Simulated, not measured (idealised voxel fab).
process module | voxel self aligned contacts
Displayed cross-section: cut, width of 205 nm, square cells sized 5 nm.
Cross-section spec: square-cell grid; bands listed top down; each band is one or more rows. What a band's entry tells you: where the top is and where the bottom is, as heights in nm, and after that what lies inside, material by material from left to right, each with its width in nm. Empty space is written as the word "empty", and a single material marked with the word "all across" occupies the band from edge to edge. It should be noted that heights are counted from 0, beneath which the wafer as supplied is of one material throughout, and that the lowest band possesses no lower boundary but continues downward, as written in "z 0 and below". With a width like "30..40", each row of cells in the band differs from the next by the same amount, the top row carrying the first number and the bottom row the second. Where a step carries "nothing was modified", the cross-section came out of it unchanged, cell for cell. The entry titled "Voids, enclosed" provides the empty spaces that have no open way to the top, restricted to those of 8 cells or more. Each is presented as width x height at distance, the distance being measured from the left edge, with all three in nm. If you see something after the settings on a step's line, that's the simulator's own remark about that step. You can add "overlay nm" to a step's line. For a step with a mask, it describes how far the mask lay to the right of its planned position, and a negative number describes a lay to the left.
-- Planned step list for the process
| 1 | RECEIVE [material Si] |
| 2 | CONFORMAL_DEP [material SiO2] [thk nm 5] |
| 3 | DIRECTIONAL_DEP [material polySi] [thk nm 25] |
| 4 | DIRECTIONAL_DEP [material SiN] [thk nm 20] |
| 5 | PATTERN [tone cover] [mask id GATE] [material resist] [width nm 35] [pitch nm 70] [thk nm 15] [overlay nm 0] |
| 6 | DIRECTIONAL_ETCH [etch materials SiN] [depth nm 20] |
| 7 | DIRECTIONAL_ETCH [etch materials polySi] [depth nm 25] |
| 8 | STRIP [etch materials resist] |
| 9 | CONFORMAL_DEP [material SiN] [thk nm 5] |
| 10 | DIRECTIONAL_ETCH [etch materials SiN] [depth nm 5] |
| 11 | FILL_DEP [material SiO2] [thk nm 10] |
| 12 | CMP [height nm 55] |
| 13 | DIRECTIONAL_DEP [material aC] [thk nm 10] |
| 14 | PATTERN [tone open] [mask id CONTACT] [material resist] [width nm 55] [pitch nm 70] [thk nm 25] [overlay nm 0] |
| 15 | DIRECTIONAL_ETCH [etch materials aC] [depth nm 10] |
| 16 | STRIP [etch materials resist] |
| 17 | DIRECTIONAL_ETCH [etch materials SiO2] [depth nm 55] |
| 18 | STRIP [etch materials aC] |
| 19 | CONFORMAL_DEP [material TiN] [thk nm 5] |
| 20 | FILL_DEP [material Ru] [thk nm 5] |
| 21 | CMP [height nm 55] |
| 22 | CONFORMAL_DEP [material SiN] [thk nm 5] |
-- What follows covers the first of two wafers; it ran as planned
-- Cross-section of the incoming wafer, state after step 1
	z 0 and below = Si all across
	Voids, enclosed: none
-- Wafer section view after processing step 2
	z 5 to 0 = SiO2 all across
	below 0: unchanged
-- Wafer section view after processing step 3
	z 30 to 5 = polySi all across
	below 5: unchanged
-- Wafer section view after processing step 4
	z 50 to 30 = SiN all across
	below 30: unchanged
-- Wafer section view after processing step 5
	z 65 to 50 = 15 nm empty | 35 nm resist | 35 nm empty | 35 nm resist | 35 nm empty | 35 nm resist | 15 nm empty
	below 50: unchanged
-- Wafer section view after processing step 6
	z 65 to 50 = 15 nm empty | 35 nm resist | 35 nm empty | 35 nm resist | 35 nm empty | 35 nm resist | 15 nm empty
	z 50 to 30 = 15 nm empty | 35 nm SiN | 35 nm empty | 35 nm SiN | 35 nm empty | 35 nm SiN | 15 nm empty
	below 30: unchanged
-- Wafer section view after processing step 7
	z 65 to 50 = 15 nm empty | 35 nm resist | 35 nm empty | 35 nm resist | 35 nm empty | 35 nm resist | 15 nm empty
	z 50 to 30 = 15 nm empty | 35 nm SiN | 35 nm empty | 35 nm SiN | 35 nm empty | 35 nm SiN | 15 nm empty
	z 30 to 5 = 15 nm empty | 35 nm polySi | 35 nm empty | 35 nm polySi | 35 nm empty | 35 nm polySi | 15 nm empty
	below 5: unchanged
-- Wafer section view after processing step 8
	z 50 to 30 = 15 nm empty | 35 nm SiN | 35 nm empty | 35 nm SiN | 35 nm empty | 35 nm SiN | 15 nm empty
	below 30: unchanged
-- Wafer section view after processing step 9
	z 55 to 30 = 10 nm empty | 45 nm SiN | 25 nm empty | 45 nm SiN | 25 nm empty | 45 nm SiN | 10 nm empty
	z 30 to 10 = 10 nm empty | 5 nm SiN | 35 nm polySi | 5 nm SiN | 25 nm empty | 5 nm SiN | 35 nm polySi | 5 nm SiN | 25 nm empty | 5 nm SiN | 35 nm polySi | 5 nm SiN | 10 nm empty
	z 10 to 5 = 15 nm SiN | 35 nm polySi | 35 nm SiN | 35 nm polySi | 35 nm SiN | 35 nm polySi | 15 nm SiN
	below 5: unchanged
-- Wafer section view after processing step 10
	z 50 to 30 = 10 nm empty | 45 nm SiN | 25 nm empty | 45 nm SiN | 25 nm empty | 45 nm SiN | 10 nm empty
	z 30 to 5 = 10 nm empty | 5 nm SiN | 35 nm polySi | 5 nm SiN | 25 nm empty | 5 nm SiN | 35 nm polySi | 5 nm SiN | 25 nm empty | 5 nm SiN | 35 nm polySi | 5 nm SiN | 10 nm empty
	below 5: unchanged
-- Wafer section view after processing step 11
	z 60 to 50 = SiO2 all across
	z 50 to 30 = 10 nm SiO2 | 45 nm SiN | 25 nm SiO2 | 45 nm SiN | 25 nm SiO2 | 45 nm SiN | 10 nm SiO2
	z 30 to 5 = 10 nm SiO2 | 5 nm SiN | 35 nm polySi | 5 nm SiN | 25 nm SiO2 | 5 nm SiN | 35 nm polySi | 5 nm SiN | 25 nm SiO2 | 5 nm SiN | 35 nm polySi | 5 nm SiN | 10 nm SiO2
	below 5: unchanged
-- Wafer section view after processing step 12
	z 55 to 50 = SiO2 all across
	below 50: unchanged
-- Wafer section view after processing step 13
	z 65 to 55 = aC all across
	below 55: unchanged
-- Wafer section view after processing step 14
	z 90 to 65 = 40 nm resist | 55 nm empty | 15 nm resist | 55 nm empty | 40 nm resist
	below 65: unchanged
-- Wafer section view after processing step 15
	z 80 to 65 = 40 nm resist | 55 nm empty | 15 nm resist | 55 nm empty | 40 nm resist
	z 65 to 55 = 40 nm aC | 55 nm empty | 15 nm aC | 55 nm empty | 40 nm aC
	below 55: unchanged
-- Wafer section view after processing step 16
	z 65 to 55 = 40 nm aC | 55 nm empty | 15 nm aC | 55 nm empty | 40 nm aC
	below 55: unchanged
-- Wafer section view after processing step 17
	z 65 to 55 = 40 nm aC | 55 nm empty | 15 nm aC | 55 nm empty | 40 nm aC
	z 55 to 50 = 40 nm SiO2 | 55 nm empty | 15 nm SiO2 | 55 nm empty | 40 nm SiO2
	z 50 to 30 = 10 nm SiO2 | 45 nm SiN | 25 nm empty | 45 nm SiN | 25 nm empty | 45 nm SiN | 10 nm SiO2
	z 30 to 5 = 10 nm SiO2 | 5 nm SiN | 35 nm polySi | 5 nm SiN | 25 nm empty | 5 nm SiN | 35 nm polySi | 5 nm SiN | 25 nm empty | 5 nm SiN | 35 nm polySi | 5 nm SiN | 10 nm SiO2
	z 5 to 0 = 55 nm SiO2 | 25 nm empty | 45 nm SiO2 | 25 nm empty | 55 nm SiO2
	below 0: unchanged
-- Wafer section view after processing step 18
	z 55 to 50 = 40 nm SiO2 | 55 nm empty | 15 nm SiO2 | 55 nm empty | 40 nm SiO2
	below 50: unchanged
-- Wafer section view after processing step 19
	z 60 to 55 = 45 nm TiN | 45 nm empty | 25 nm TiN | 45 nm empty | 45 nm TiN
	z 55 to 50 = 40 nm SiO2 | 20 nm TiN | 15 nm empty | 20 nm TiN | 15 nm SiO2 | 20 nm TiN | 15 nm empty | 20 nm TiN | 40 nm SiO2
	z 50 to 30 = 10 nm SiO2 | 45 nm SiN | 5 nm TiN | 15 nm empty | 5 nm TiN | 45 nm SiN | 5 nm TiN | 15 nm empty | 5 nm TiN | 45 nm SiN | 10 nm SiO2
	z 30 to 5 = 10 nm SiO2 | 5 nm SiN | 35 nm polySi | 5 nm SiN | 5 nm TiN | 15 nm empty | 5 nm TiN | 5 nm SiN | 35 nm polySi | 5 nm SiN | 5 nm TiN | 15 nm empty | 5 nm TiN | 5 nm SiN | 35 nm polySi | 5 nm SiN | 10 nm SiO2
	z 5 to 0 = 55 nm SiO2 | 25 nm TiN | 45 nm SiO2 | 25 nm TiN | 55 nm SiO2
	below 0: unchanged
-- Wafer section view after processing step 20
	z 65 to 60 = Ru all across
	z 60 to 55 = 45 nm TiN | 45 nm Ru | 25 nm TiN | 45 nm Ru | 45 nm TiN
	z 55 to 50 = 40 nm SiO2 | 20 nm TiN | 15 nm Ru | 20 nm TiN | 15 nm SiO2 | 20 nm TiN | 15 nm Ru | 20 nm TiN | 40 nm SiO2
	z 50 to 30 = 10 nm SiO2 | 45 nm SiN | 5 nm TiN | 15 nm Ru | 5 nm TiN | 45 nm SiN | 5 nm TiN | 15 nm Ru | 5 nm TiN | 45 nm SiN | 10 nm SiO2
	z 30 to 5 = 10 nm SiO2 | 5 nm SiN | 35 nm polySi | 5 nm SiN | 5 nm TiN | 15 nm Ru | 5 nm TiN | 5 nm SiN | 35 nm polySi | 5 nm SiN | 5 nm TiN | 15 nm Ru | 5 nm TiN | 5 nm SiN | 35 nm polySi | 5 nm SiN | 10 nm SiO2
	below 5: unchanged
-- Wafer section view after processing step 21
	z 55 to 50 = 40 nm SiO2 | 20 nm TiN | 15 nm Ru | 20 nm TiN | 15 nm SiO2 | 20 nm TiN | 15 nm Ru | 20 nm TiN | 40 nm SiO2
	below 50: unchanged
-- Wafer section view after processing step 22
	z 60 to 55 = SiN all across
	below 55: unchanged
-- The second wafer: identical to the first at the outset and in its planned sequence, differing only in that one mistake was made during processing; up to and including step 13, its path is the first wafer's path
-- X-section, second wafer, when step 14 was due to finish
	z 90 to 65 = 50 nm resist | 55 nm empty | 15 nm resist | 55 nm empty | 30 nm resist
	below 65: unchanged
-- X-section, second wafer, when step 15 was due to finish
	z 80 to 65 = 50 nm resist | 55 nm empty | 15 nm resist | 55 nm empty | 30 nm resist
	z 65 to 55 = 50 nm aC | 55 nm empty | 15 nm aC | 55 nm empty | 30 nm aC
	below 55: unchanged
-- X-section, second wafer, when step 16 was due to finish
	z 65 to 55 = 50 nm aC | 55 nm empty | 15 nm aC | 55 nm empty | 30 nm aC
	below 55: unchanged
-- X-section, second wafer, when step 17 was due to finish
	z 65 to 55 = 50 nm aC | 55 nm empty | 15 nm aC | 55 nm empty | 30 nm aC
	z 55 to 50 = 50 nm SiO2 | 55 nm empty | 15 nm SiO2 | 55 nm empty | 30 nm SiO2
	z 50 to 30 = 10 nm SiO2 | 45 nm SiN | 25 nm empty | 45 nm SiN | 25 nm empty | 45 nm SiN | 10 nm SiO2
	z 30 to 5 = 10 nm SiO2 | 5 nm SiN | 35 nm polySi | 5 nm SiN | 25 nm empty | 5 nm SiN | 35 nm polySi | 5 nm SiN | 25 nm empty | 5 nm SiN | 35 nm polySi | 5 nm SiN | 10 nm SiO2
	z 5 to 0 = 55 nm SiO2 | 25 nm empty | 45 nm SiO2 | 25 nm empty | 55 nm SiO2
	below 0: unchanged
-- X-section, second wafer, when step 18 was due to finish
	z 55 to 50 = 50 nm SiO2 | 55 nm empty | 15 nm SiO2 | 55 nm empty | 30 nm SiO2
	below 50: unchanged
-- X-section, second wafer, when step 19 was due to finish
	z 60 to 55 = 55 nm TiN | 45 nm empty | 25 nm TiN | 45 nm empty | 35 nm TiN
	z 55 to 50 = 50 nm SiO2 | 10 nm TiN | 15 nm empty | 30 nm TiN | 15 nm SiO2 | 10 nm TiN | 15 nm empty | 30 nm TiN | 30 nm SiO2
	z 50 to 30 = 10 nm SiO2 | 45 nm SiN | 5 nm TiN | 15 nm empty | 5 nm TiN | 45 nm SiN | 5 nm TiN | 15 nm empty | 5 nm TiN | 45 nm SiN | 10 nm SiO2
	z 30 to 5 = 10 nm SiO2 | 5 nm SiN | 35 nm polySi | 5 nm SiN | 5 nm TiN | 15 nm empty | 5 nm TiN | 5 nm SiN | 35 nm polySi | 5 nm SiN | 5 nm TiN | 15 nm empty | 5 nm TiN | 5 nm SiN | 35 nm polySi | 5 nm SiN | 10 nm SiO2
	z 5 to 0 = 55 nm SiO2 | 25 nm TiN | 45 nm SiO2 | 25 nm TiN | 55 nm SiO2
	below 0: unchanged
-- X-section, second wafer, when step 20 was due to finish
	z 65 to 60 = Ru all across
	z 60 to 55 = 55 nm TiN | 45 nm Ru | 25 nm TiN | 45 nm Ru | 35 nm TiN
	z 55 to 50 = 50 nm SiO2 | 10 nm TiN | 15 nm Ru | 30 nm TiN | 15 nm SiO2 | 10 nm TiN | 15 nm Ru | 30 nm TiN | 30 nm SiO2
	z 50 to 30 = 10 nm SiO2 | 45 nm SiN | 5 nm TiN | 15 nm Ru | 5 nm TiN | 45 nm SiN | 5 nm TiN | 15 nm Ru | 5 nm TiN | 45 nm SiN | 10 nm SiO2
	z 30 to 5 = 10 nm SiO2 | 5 nm SiN | 35 nm polySi | 5 nm SiN | 5 nm TiN | 15 nm Ru | 5 nm TiN | 5 nm SiN | 35 nm polySi | 5 nm SiN | 5 nm TiN | 15 nm Ru | 5 nm TiN | 5 nm SiN | 35 nm polySi | 5 nm SiN | 10 nm SiO2
	below 5: unchanged
-- X-section, second wafer, when step 21 was due to finish
	z 55 to 50 = 50 nm SiO2 | 10 nm TiN | 15 nm Ru | 30 nm TiN | 15 nm SiO2 | 10 nm TiN | 15 nm Ru | 30 nm TiN | 30 nm SiO2
	below 50: unchanged
-- X-section, second wafer, when step 22 was due to finish
	z 60 to 55 = SiN all across
	below 55: unchanged
Finding, execution versus plan: in deviation from the planned setting, step 14 was conducted as PATTERN [tone open] [mask id CONTACT] [material resist] [width nm 55] [pitch nm 70] [thk nm 25] [overlay nm 10]
Final wafers compared: equal cell tally per material, rearranged layout.
